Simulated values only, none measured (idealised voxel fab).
process module | voxel ribs on slabs
cross-section cut | 270 nm wide | cells 5 nm
A cross-section is a grid of square cells, given in bands from the top down. A band is one or more rows of cells.
Each band's line starts with the height of the band's top and of its bottom, in nm. Then come its materials from left to right, each with its width in nm. One material with "throughout" fills the band from edge to edge. "air" is empty space.
Height 0 is the level under which the wafer as received is all one material. The lowest band goes on downwards, as in "0 down".
A width such as "30 to 40" changes by the same amount from each row of cells to the next, from the band's top row to its bottom row.
"no change" after a step means that no cell of the cross-section changed.
closed voids: empty space of 8 cells or more with no open way to the top, each as width x height at its distance from the left edge, in nm
after a step's settings: what the simulator itself notes on the step
overlay nm, on a step with a mask: how far to the right of its planned place the mask lay; to the left if negative
plan
1 op RECEIVE | material Si
2 op DIRECTIONAL_DEP | material SiO2 | thk nm 30
3 op DIRECTIONAL_DEP | material SiN | thk nm 20
4 op DIRECTIONAL_DEP | material aC | thk nm 10
5 op PATTERN | tone cover | mask id RIB | material resist | width nm 15 | thk nm 30 | overlay nm 0
6 op DIRECTIONAL_ETCH | etch materials aC | depth nm 10
7 op STRIP | etch materials resist
8 op DIRECTIONAL_ETCH | etch materials SiN | depth nm 15
9 op STRIP | etch materials aC
10 op MASKED_ETCH | tone cover | mask id SLAB | width nm 75 | etch materials SiN | depth nm 5 | overlay nm 0
11 op FILL_DEP | material SiO2 | thk nm 25
12 op CMP | height nm 70
13 op DIRECTIONAL_DEP | material W | thk nm 5
14 op MASKED_ETCH | tone cover | mask id HEATER | width nm 25 | etch materials W | depth nm 5 | overlay nm 0
15 op CONFORMAL_DEP | material SiO2 | thk nm 5
as received, after step 1
  0 down: Si throughout
  closed voids: none
a wafer at the end: this start, this plan, one mistake
  80 to 75: air 115 | SiO2 35 | air 120
  75 to 70: SiO2 120 | W 25 | SiO2 125
  70 to 20: SiO2 throughout
  20 to 0: SiN throughout
  0 down: Si throughout
  closed voids: none
what went wrong: steps 2 and 3 were swapped
